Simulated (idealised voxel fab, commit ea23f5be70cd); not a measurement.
This is a process module. Its name is voxel transistor to metal.
Square cell edge 5 nm, section width 145 nm, ID cut.
A cross-section is written here as square cells arranged in a grid, and it is given in bands from the top down, each band taking up one or more rows of cells. What a band's entry tells you: where the top is and where the bottom is, as heights in nm, and after that what lies inside, material by material from left to right, each with its width in nm. Empty space is written as the word "air", and a single material marked with the word "all across" occupies the band from edge to edge. Zero point of the height axis is 0; under it, received wafer = one material. Lowest band: continues down indefinitely, "0 down". The notation "30->40" denotes a width that varies across the rows of cells in the band, beginning at the first number in the top row, finishing at the second number in the bottom row, and changing by an identical amount from each row to the next. "no alteration" means the step left every cell of the cross-section as it was. "Completely enclosed voids" means: voids of 8 cells or more that are shut off from the top with no open way through. Written width x height at distance, distance from the left edge, in nm. Read whatever lies past the settings on a step's line as the simulator's own remark about the step. "overlay nm", when on a step's line for a step with a mask, measures how far to the right of its planned place the mask lay; a negative measure means to the left.

-- The steps planned for the process are as follows
1,RECEIVE: material Si
2,CONFORMAL_DEP: material SiO2, thk nm 5
3,CONFORMAL_DEP: material SiN, thk nm 10
4,DIRECTIONAL_DEP: material aC, thk nm 10
5,PATTERN: tone cover, mask id ACTIVE, material resist, width nm 105, thk nm 25, overlay nm 0
6,DIRECTIONAL_ETCH: etch materials aC, depth nm 10
7,STRIP: etch materials resist
8,DIRECTIONAL_ETCH: etch materials SiN, depth nm 10
9,DIRECTIONAL_ETCH: etch materials SiO2, depth nm 5
10,DIRECTIONAL_ETCH: etch materials Si, depth nm 25
11,STRIP: etch materials aC
12,FILL_DEP: material SiO2, thk nm 15
13,CMP: height nm 15
14,SELECTIVE_ETCH: etch materials SiO2, depth nm 5
15,STRIP: etch materials SiN
16,SELECTIVE_ETCH: etch materials SiO2, depth nm 5
17,OXIDIZE: depth nm 5
18,DIRECTIONAL_DEP: material polySi, thk nm 30
19,DIRECTIONAL_DEP: material SiCN, thk nm 10
20,MASKED_ETCH: tone cover, mask id GATE, width nm 25, etch materials SiCN, depth nm 20, overlay nm 0
21,MASKED_ETCH: tone cover, mask id GATE, width nm 25, etch materials polySi, depth nm 40, overlay nm 0
22,CONFORMAL_DEP: material SiO2, thk nm 5
23,DIRECTIONAL_ETCH: etch materials SiO2, depth nm 5
24,CONFORMAL_DEP: material SiN, thk nm 10
25,DIRECTIONAL_ETCH: etch materials SiN, depth nm 10
26,DIRECTIONAL_ETCH: etch materials SiO2, depth nm 5
27,DIRECTIONAL_ETCH: etch materials Si, depth nm 5
28,EPI: material nSi, thk nm 10
29,FILL_DEP: material SiO2, thk nm 10
30,CMP: height nm 40
31,DIRECTIONAL_DEP: material SiO2, thk nm 15
32,MASKED_ETCH: tone open, mask id CONTACT, width nm 15, pitch nm 80, etch materials SiO2, depth nm 50, overlay nm 0
33,CONFORMAL_DEP: material TiN, thk nm 5
34,FILL_DEP: material Ru, thk nm 10
35,CMP: height nm 55
36,CONFORMAL_DEP: material SiCN, thk nm 5
37,DIRECTIONAL_DEP: material lowk, thk nm 25
38,DIRECTIONAL_DEP: material aC, thk nm 15
39,PATTERN: tone open, mask id METAL_1, material resist, width nm 15, pitch nm 80, thk nm 30, overlay nm 0
40,DIRECTIONAL_ETCH: etch materials aC, depth nm 15
41,STRIP: etch materials resist
42,DIRECTIONAL_ETCH: etch materials lowk, depth nm 25
43,DIRECTIONAL_ETCH: etch materials SiCN, depth nm 5
44,STRIP: etch materials aC
45,CONFORMAL_DEP: material TiN, thk nm 5
46,FILL_DEP: material Cu, thk nm 10
47,CMP: height nm 85
48,CONFORMAL_DEP: material SiCN, thk nm 5
49,DIRECTIONAL_DEP: material SiO2, thk nm 25
50,DIRECTIONAL_DEP: material aC, thk nm 10
51,PATTERN: tone open, mask id METAL_2, material resist, width nm 15, pitch nm 80, thk nm 30, overlay nm 0
52,DIRECTIONAL_ETCH: etch materials aC, depth nm 10
53,STRIP: etch materials resist
54,DIRECTIONAL_ETCH: etch materials SiO2, depth nm 15
55,STRIP: etch materials aC
56,DIRECTIONAL_DEP: material aC, thk nm 15
57,PATTERN: tone open, mask id METAL_2_HOLES, material resist, width nm 15, pitch nm 80, thk nm 30, overlay nm 0
58,DIRECTIONAL_ETCH: etch materials aC, depth nm 15
59,STRIP: etch materials resist
60,DIRECTIONAL_ETCH: etch materials SiO2, depth nm 10
61,DIRECTIONAL_ETCH: etch materials SiCN, depth nm 5
62,STRIP: etch materials aC
63,CONFORMAL_DEP: material TiN, thk nm 5
64,FILL_DEP: material Cu, thk nm 10
65,CMP: height nm 115
66,CONFORMAL_DEP: material SiCN, thk nm 5

-- Incoming wafer in cross-section (state: after step 1)
    0 down: Si all across
    Completely enclosed voids: none

-- First wafer of two, sectioned at end of module; run went per plan
    120 to 115: SiCN all across
    115 to 90: SiO2: 25, then TiN: 5, then Cu: 5, then TiN: 5, then SiO2: 65, then TiN: 5, then Cu: 5, then TiN: 5, then SiO2: 25
    90 to 85: SiCN: 25, then TiN: 15, then SiCN: 65, then TiN: 15, then SiCN: 25
    85 to 60: lowk: 25, then TiN: 5, then Cu: 5, then TiN: 5, then lowk: 65, then TiN: 5, then Cu: 5, then TiN: 5, then lowk: 25
    60 to 55: SiCN: 25, then TiN: 15, then SiCN: 65, then TiN: 15, then SiCN: 25
    55 to 40: SiO2: 25, then TiN: 5, then Ru: 5, then TiN: 5, then SiO2: 65, then TiN: 5, then Ru: 5, then TiN: 5, then SiO2: 25
    40 to 30: SiO2: 25, then TiN: 5, then Ru: 5, then TiN: 5, then SiO2: 5, then SiN: 10, then SiO2: 5, then SiCN: 25, then SiO2: 5, then SiN: 10, then SiO2: 5, then TiN: 5, then Ru: 5, then TiN: 5, then SiO2: 25
    30 to 10: SiO2: 25, then TiN: 5, then Ru: 5, then TiN: 5, then SiO2: 5, then SiN: 10, then SiO2: 5, then polySi: 25, then SiO2: 5, then SiN: 10, then SiO2: 5, then TiN: 5, then Ru: 5, then TiN: 5, then SiO2: 25
    10 to 5: SiO2: 25, then TiN: 15, then SiO2: 5, then SiN: 10, then SiO2: 5, then polySi: 25, then SiO2: 5, then SiN: 10, then SiO2: 5, then TiN: 15, then SiO2: 25
    5 to 0: SiO2: 20, then SiN: 10, then nSi: 15, then SiN: 10, then SiO2: 5, then polySi: 25, then SiO2: 5, then SiN: 10, then nSi: 15, then SiN: 10, then SiO2: 20
    0 to -5: SiO2: 30, then nSi: 15, then SiO2: 55, then nSi: 15, then SiO2: 30
    -5 to -10: SiO2: 20, then Si: 10, then nSi: 15, then Si: 55, then nSi: 15, then Si: 10, then SiO2: 20
    -10 to -25: SiO2: 20, then Si: 105, then SiO2: 20
    -25 down: Si all across
    Completely enclosed voids: none

-- Cross-sectional view: second of two wafers, end of module; start and plan identical to the first, one mistake in running
    120 to 115: SiCN all across
    115 to 90: SiO2: 25, then TiN: 5, then Cu: 5, then TiN: 5, then SiO2: 65, then TiN: 5, then Cu: 5, then TiN: 5, then SiO2: 25
    90 to 85: SiCN: 25, then TiN: 15, then SiCN: 65, then TiN: 15, then SiCN: 25
    85 to 60: lowk: 25, then TiN: 5, then Cu: 5, then TiN: 5, then lowk: 65, then TiN: 5, then Cu: 5, then TiN: 5, then lowk: 25
    60 to 55: SiCN: 25, then TiN: 15, then SiCN: 65, then TiN: 15, then SiCN: 25
    55 to 40: SiO2: 25, then TiN: 5, then Ru: 5, then TiN: 5, then SiO2: 65, then TiN: 5, then Ru: 5, then TiN: 5, then SiO2: 25
    40 to 30: SiO2: 25, then TiN: 5, then Ru: 5, then TiN: 5, then SiO2: 5, then SiN: 10, then SiO2: 5, then SiCN: 25, then SiO2: 5, then SiN: 10, then SiO2: 5, then TiN: 5, then Ru: 5, then TiN: 5, then SiO2: 25
    30 to 10: SiO2: 25, then TiN: 5, then Ru: 5, then TiN: 5, then SiO2: 5, then SiN: 10, then SiO2: 5, then polySi: 25, then SiO2: 5, then SiN: 10, then SiO2: 5, then TiN: 5, then Ru: 5, then TiN: 5, then SiO2: 25
    10 to 5: SiO2: 25, then TiN: 15, then SiO2: 5, then SiN: 10, then SiO2: 5, then polySi: 25, then SiO2: 5, then SiN: 10, then SiO2: 5, then TiN: 15, then SiO2: 25
    5 to 0: SiO2: 20, then SiN: 10, then nSi: 15, then SiN: 10, then SiO2: 5, then polySi: 25, then SiO2: 5, then SiN: 10, then nSi: 15, then SiN: 10, then SiO2: 20
    0 to -5: SiO2: 30, then nSi: 15, then SiO2: 55, then nSi: 15, then SiO2: 30
    -5 to -10: SiO2: 20, then Si: 10, then nSi: 15, then Si: 55, then nSi: 15, then Si: 10, then SiO2: 20
    -10 to -50: SiO2: 20, then Si: 105, then SiO2: 20
    -50 down: Si all across
    Completely enclosed voids: none
Error vs. plan: the plan's step 10 ran twice
Per the end-of-run cell counts, the second wafer holds more or fewer of some materials than the first: Si -40; SiO2 +40
